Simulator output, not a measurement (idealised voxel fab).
A process module follows: voxel wiring stack.
Cross-section cut: width 165 nm, square cells of 5 nm.
Format of a cross-section: grid, square cells. Given as bands. Order: top down. Band: one or more rows of cells.
Within each band entry, the heights of the top and of the bottom of the band appear first, in that order and in nm; the materials of the band then follow from left to right, each with its corresponding width in nm. The designation "all across" on a single material indicates that it fills the band from edge to edge; the designation "empty" indicates empty space.
Convention: height 0 is the level below which the wafer, as received, is all one material. The lowest band does not terminate at the bottom but continues downward, represented as "0..down".
So if you see something like "30..40" for the width, read it as the top row of the band sitting at the first number and the bottom row at the second, with every row in between moving by the same amount as the last.
For the purposes of this document, the phrase "stayed the same" attached to a step denotes that no cell within the cross-section was modified by that step.
Empty spaces without an open route to the top, at least 8 cells in extent, make up the entry "Enclosed void catalog"; each is given as width x height at distance, where the distance is measured from the left edge, and all are in nm.
Formally, on a step line, whatever follows the settings is a remark that the simulator itself makes on the step.
You can add "overlay nm" to a step's line. For a step with a mask, it describes how far the mask lay to the right of its planned position, and a negative number describes a lay to the left.
-- Planned process steps
| 1 | RECEIVE, material Si |
| 2 | CONFORMAL_DEP, material SiO2, thk nm 15 |
| 3 | CONFORMAL_DEP, material SiN, thk nm 5 |
| 4 | DIRECTIONAL_DEP, material lowk, thk nm 15 |
| 5 | PATTERN, tone open, mask id METAL_1, material resist, width nm 30, pitch nm 55, thk nm 20, overlay nm 0 |
| 6 | DIRECTIONAL_ETCH, etch materials lowk, depth nm 15 |
| 7 | DIRECTIONAL_ETCH, etch materials SiN, depth nm 5 |
| 8 | STRIP, etch materials resist |
| 9 | CONFORMAL_DEP, material TiN, thk nm 5 |
| 10 | FILL_DEP, material W, thk nm 5 |
| 11 | CMP, height nm 35 |
| 12 | EPI, material Ru, thk nm 5 |
| 13 | FILL_DEP, material SiCN, thk nm 5 |
| 14 | DIRECTIONAL_DEP, material lowk, thk nm 30 |
| 15 | DIRECTIONAL_DEP, material aC, thk nm 15 |
| 16 | PATTERN, tone open, mask id METAL_2_HOLES, material resist, width nm 15, thk nm 35, overlay nm 0 |
| 17 | DIRECTIONAL_ETCH, etch materials aC, depth nm 15 |
| 18 | STRIP, etch materials resist |
| 19 | DIRECTIONAL_ETCH, etch materials lowk, depth nm 30 |
| 20 | STRIP, etch materials aC |
| 21 | DIRECTIONAL_DEP, material aC, thk nm 10 |
| 22 | PATTERN, tone open, mask id METAL_2, material resist, width nm 30, pitch nm 55, thk nm 25, overlay nm 0 |
| 23 | DIRECTIONAL_ETCH, etch materials aC, depth nm 10 |
| 24 | STRIP, etch materials resist |
| 25 | DIRECTIONAL_ETCH, etch materials lowk, depth nm 20 |
| 26 | DIRECTIONAL_ETCH, etch materials SiCN, depth nm 5 |
| 27 | STRIP, etch materials aC |
| 28 | CONFORMAL_DEP, material TiN, thk nm 5 |
| 29 | FILL_DEP, material Cu, thk nm 10 |
| 30 | CMP, height nm 75 |
| 31 | CONFORMAL_DEP, material SiN, thk nm 5 |
-- First out of two wafers; run went to plan
-- As received (post step 1): cross-section
  0..down  Si all across
  Enclosed void catalog: none
-- Cross-section of the wafer subsequent to step 2
  15..0  SiO2 all across
  Below 0, the layers are the same as they were.
-- Cross-section of the wafer subsequent to step 3
  20..15  SiN all across
  Below 15, the layers are the same as they were.
-- Cross-section of the wafer subsequent to step 4
  35..20  lowk all across
  Below 20, the layers are the same as they were.
-- Cross-section of the wafer subsequent to step 5
  55..35  resist: 40 / empty: 30 / resist: 25 / empty: 30 / resist: 40
  Below 35, the layers are the same as they were.
-- Cross-section of the wafer subsequent to step 6
  55..35  resist: 40 / empty: 30 / resist: 25 / empty: 30 / resist: 40
  35..20  lowk: 40 / empty: 30 / lowk: 25 / empty: 30 / lowk: 40
  Below 20, the layers are the same as they were.
-- Cross-section of the wafer subsequent to step 7
  55..35  resist: 40 / empty: 30 / resist: 25 / empty: 30 / resist: 40
  35..20  lowk: 40 / empty: 30 / lowk: 25 / empty: 30 / lowk: 40
  20..15  SiN: 40 / empty: 30 / SiN: 25 / empty: 30 / SiN: 40
  Below 15, the layers are the same as they were.
-- Cross-section of the wafer subsequent to step 8
  35..20  lowk: 40 / empty: 30 / lowk: 25 / empty: 30 / lowk: 40
  Below 20, the layers are the same as they were.
-- Cross-section of the wafer subsequent to step 9
  40..35  TiN: 45 / empty: 20 / TiN: 35 / empty: 20 / TiN: 45
  35..20  lowk: 40 / TiN: 5 / empty: 20 / TiN: 5 / lowk: 25 / TiN: 5 / empty: 20 / TiN: 5 / lowk: 40
  20..15  SiN: 40 / TiN: 30 / SiN: 25 / TiN: 30 / SiN: 40
  Below 15, the layers are the same as they were.
-- Cross-section of the wafer subsequent to step 10
  45..40  W all across
  40..35  TiN: 45 / W: 20 / TiN: 35 / W: 20 / TiN: 45
  35..20  lowk: 40 / TiN: 5 / W: 20 / TiN: 5 / lowk: 25 / TiN: 5 / W: 20 / TiN: 5 / lowk: 40
  Below 20, the layers are the same as they were.
-- Cross-section of the wafer subsequent to step 11
  35..20  lowk: 40 / TiN: 5 / W: 20 / TiN: 5 / lowk: 25 / TiN: 5 / W: 20 / TiN: 5 / lowk: 40
  Below 20, the layers are the same as they were.
-- Cross-section of the wafer subsequent to step 12
  40..35  empty: 35 / Ru: 40 / empty: 15 / Ru: 40 / empty: 35
  Below 35, the layers are the same as they were.
-- Cross-section of the wafer subsequent to step 13
  45..40  SiCN all across
  40..35  SiCN: 35 / Ru: 40 / SiCN: 15 / Ru: 40 / SiCN: 35
  Below 35, the layers are the same as they were.
-- Cross-section of the wafer subsequent to step 14
  75..45  lowk all across
  Below 45, the layers are the same as they were.
-- Cross-section of the wafer subsequent to step 15
  90..75  aC all across
  Below 75, the layers are the same as they were.
-- Cross-section of the wafer subsequent to step 16
  125..90  resist: 40 / empty: 15 / resist: 110
  Below 90, the layers are the same as they were.
-- Cross-section of the wafer subsequent to step 17
  110..90  resist: 40 / empty: 15 / resist: 110
  90..75  aC: 40 / empty: 15 / aC: 110
  Below 75, the layers are the same as they were.
-- Cross-section of the wafer subsequent to step 18
  90..75  aC: 40 / empty: 15 / aC: 110
  Below 75, the layers are the same as they were.
-- Cross-section of the wafer subsequent to step 19
  90..75  aC: 40 / empty: 15 / aC: 110
  75..45  lowk: 40 / empty: 15 / lowk: 110
  Below 45, the layers are the same as they were.
-- Cross-section of the wafer subsequent to step 20
  75..45  lowk: 40 / empty: 15 / lowk: 110
  Below 45, the layers are the same as they were.
-- Cross-section of the wafer subsequent to step 21
  85..75  aC: 40 / empty: 15 / aC: 110
  75..55  lowk: 40 / empty: 15 / lowk: 110
  55..45  lowk: 40 / aC: 15 / lowk: 110
  Below 45, the layers are the same as they were.
-- Cross-section of the wafer subsequent to step 22
  110..85  resist: 40 / empty: 30 / resist: 25 / empty: 30 / resist: 40
  Below 85, the layers are the same as they were.
-- Cross-section of the wafer subsequent to step 23
  100..85  resist: 40 / empty: 30 / resist: 25 / empty: 30 / resist: 40
  85..75  aC: 40 / empty: 30 / aC: 25 / empty: 30 / aC: 40
  75..45  lowk: 40 / empty: 15 / lowk: 110
  Below 45, the layers are the same as they were.
-- Cross-section of the wafer subsequent to step 24
  85..75  aC: 40 / empty: 30 / aC: 25 / empty: 30 / aC: 40
  Below 75, the layers are the same as they were.
-- Cross-section of the wafer subsequent to step 25
  85..75  aC: 40 / empty: 30 / aC: 25 / empty: 30 / aC: 40
  75..55  lowk: 40 / empty: 30 / lowk: 25 / empty: 30 / lowk: 40
  Below 55, the layers are the same as they were.
-- Cross-section of the wafer subsequent to step 26
  85..75  aC: 40 / empty: 30 / aC: 25 / empty: 30 / aC: 40
  75..55  lowk: 40 / empty: 30 / lowk: 25 / empty: 30 / lowk: 40
  55..45  lowk: 40 / empty: 15 / lowk: 110
  45..40  SiCN: 40 / empty: 15 / SiCN: 110
  Below 40, the layers are the same as they were.
-- Cross-section of the wafer subsequent to step 27
  75..55  lowk: 40 / empty: 30 / lowk: 25 / empty: 30 / lowk: 40
  Below 55, the layers are the same as they were.
-- Cross-section of the wafer subsequent to step 28
  80..75  TiN: 45 / empty: 20 / TiN: 35 / empty: 20 / TiN: 45
  75..60  lowk: 40 / TiN: 5 / empty: 20 / TiN: 5 / lowk: 25 / TiN: 5 / empty: 20 / TiN: 5 / lowk: 40
  60..55  lowk: 40 / TiN: 5 / empty: 5 / TiN: 20 / lowk: 25 / TiN: 30 / lowk: 40
  55..45  lowk: 40 / TiN: 5 / empty: 5 / TiN: 5 / lowk: 110
  45..40  SiCN: 40 / TiN: 15 / SiCN: 110
  Below 40, the layers are the same as they were.
-- Cross-section of the wafer subsequent to step 29
  90..80  Cu all across
  80..75  TiN: 45 / Cu: 20 / TiN: 35 / Cu: 20 / TiN: 45
  75..60  lowk: 40 / TiN: 5 / Cu: 20 / TiN: 5 / lowk: 25 / TiN: 5 / Cu: 20 / TiN: 5 / lowk: 40
  60..55  lowk: 40 / TiN: 5 / Cu: 5 / TiN: 20 / lowk: 25 / TiN: 30 / lowk: 40
  55..45  lowk: 40 / TiN: 5 / Cu: 5 / TiN: 5 / lowk: 110
  Below 45, the layers are the same as they were.
-- Cross-section of the wafer subsequent to step 30
  75..60  lowk: 40 / TiN: 5 / Cu: 20 / TiN: 5 / lowk: 25 / TiN: 5 / Cu: 20 / TiN: 5 / lowk: 40
  Below 60, the layers are the same as they were.
-- Cross-section of the wafer subsequent to step 31
  80..75  SiN all across
  Below 75, the layers are the same as they were.
-- Now the other wafer: same start, same recipe, but we messed up one thing when running it. Up to and including step 15 it's the same as the first one
-- Cross-section of the second wafer at the time step 16 of the plan should have ended
  125..90  resist: 35 / empty: 15 / resist: 115
  Below 90, the layers are the same as they were.
-- Cross-section of the second wafer at the time step 17 of the plan should have ended
  110..90  resist: 35 / empty: 15 / resist: 115
  90..75  aC: 35 / empty: 15 / aC: 115
  Below 75, the layers are the same as they were.
-- Cross-section of the second wafer at the time step 18 of the plan should have ended
  90..75  aC: 35 / empty: 15 / aC: 115
  Below 75, the layers are the same as they were.
-- Cross-section of the second wafer at the time step 19 of the plan should have ended
  90..75  aC: 35 / empty: 15 / aC: 115
  75..45  lowk: 35 / empty: 15 / lowk: 115
  Below 45, the layers are the same as they were.
-- Cross-section of the second wafer at the time step 20 of the plan should have ended
  75..45  lowk: 35 / empty: 15 / lowk: 115
  Below 45, the layers are the same as they were.
-- Cross-section of the second wafer at the time step 21 of the plan should have ended
  85..75  aC: 35 / empty: 15 / aC: 115
  75..55  lowk: 35 / empty: 15 / lowk: 115
  55..45  lowk: 35 / aC: 15 / lowk: 115
  Below 45, the layers are the same as they were.
-- Cross-section of the second wafer at the time step 22 of the plan should have ended
  110..85  resist: 40 / empty: 30 / resist: 25 / empty: 30 / resist: 40
  85..75  aC: 35 / resist: 5 / empty: 10 / aC: 115
  75..55  lowk: 35 / resist: 5 / empty: 10 / lowk: 115
  Below 55, the layers are the same as they were.
-- Cross-section of the second wafer at the time step 23 of the plan should have ended
  100..85  resist: 40 / empty: 30 / resist: 25 / empty: 30 / resist: 40
  85..75  aC: 35 / resist: 5 / empty: 30 / aC: 25 / empty: 30 / aC: 40
  75..55  lowk: 35 / resist: 5 / empty: 10 / lowk: 115
  55..45  lowk: 35 / aC: 5 / empty: 10 / lowk: 115
  Below 45, the layers are the same as they were.
-- Cross-section of the second wafer at the time step 24 of the plan should have ended
  85..75  aC: 35 / empty: 35 / aC: 25 / empty: 30 / aC: 40
  75..55  lowk: 35 / empty: 15 / lowk: 115
  Below 55, the layers are the same as they were.
-- Cross-section of the second wafer at the time step 25 of the plan should have ended
  85..75  aC: 35 / empty: 35 / aC: 25 / empty: 30 / aC: 40
  75..55  lowk: 35 / empty: 35 / lowk: 25 / empty: 30 / lowk: 40
  Below 55, the layers are the same as they were.
-- Cross-section of the second wafer at the time step 26 of the plan should have ended
  85..75  aC: 35 / empty: 35 / aC: 25 / empty: 30 / aC: 40
  75..55  lowk: 35 / empty: 35 / lowk: 25 / empty: 30 / lowk: 40
  55..45  lowk: 35 / aC: 5 / empty: 10 / lowk: 115
  45..40  SiCN: 40 / empty: 10 / SiCN: 115
  Below 40, the layers are the same as they were.
-- Cross-section of the second wafer at the time step 27 of the plan should have ended
  75..55  lowk: 35 / empty: 35 / lowk: 25 / empty: 30 / lowk: 40
  55..45  lowk: 35 / empty: 15 / lowk: 115
  Below 45, the layers are the same as they were.
-- Cross-section of the second wafer at the time step 28 of the plan should have ended
  80..75  TiN: 40 / empty: 25 / TiN: 35 / empty: 20 / TiN: 45
  75..60  lowk: 35 / TiN: 5 / empty: 25 / TiN: 5 / lowk: 25 / TiN: 5 / empty: 20 / TiN: 5 / lowk: 40
  60..55  lowk: 35 / TiN: 5 / empty: 5 / TiN: 25 / lowk: 25 / TiN: 30 / lowk: 40
  55..50  lowk: 35 / TiN: 5 / empty: 5 / TiN: 5 / lowk: 115
  50..45  lowk: 35 / TiN: 15 / lowk: 115
  45..40  SiCN: 40 / TiN: 10 / SiCN: 115
  Below 40, the layers are the same as they were.
-- Cross-section of the second wafer at the time step 29 of the plan should have ended
  90..80  Cu all across
  80..75  TiN: 40 / Cu: 25 / TiN: 35 / Cu: 20 / TiN: 45
  75..60  lowk: 35 / TiN: 5 / Cu: 25 / TiN: 5 / lowk: 25 / TiN: 5 / Cu: 20 / TiN: 5 / lowk: 40
  60..55  lowk: 35 / TiN: 5 / Cu: 5 / TiN: 25 / lowk: 25 / TiN: 30 / lowk: 40
  55..50  lowk: 35 / TiN: 5 / Cu: 5 / TiN: 5 / lowk: 115
  Below 50, the layers are the same as they were.
-- Cross-section of the second wafer at the time step 30 of the plan should have ended
  75..60  lowk: 35 / TiN: 5 / Cu: 25 / TiN: 5 / lowk: 25 / TiN: 5 / Cu: 20 / TiN: 5 / lowk: 40
  Below 60, the layers are the same as they were.
-- Cross-section of the second wafer at the time step 31 of the plan should have ended
  80..75  SiN all across
  Below 75, the layers are the same as they were.
Run error: heads up, step 16 didn't go per plan, it actually ran as PATTERN, tone open, mask id METAL_2_HOLES, material resist, width nm 15, thk nm 35, overlay nm -5
Wrapping up, a cell-based count of both wafers puts the second over or under the first for these materials: Cu: 2 more, SiCN: 1 more, TiN: 1 more, lowk: 4 fewer
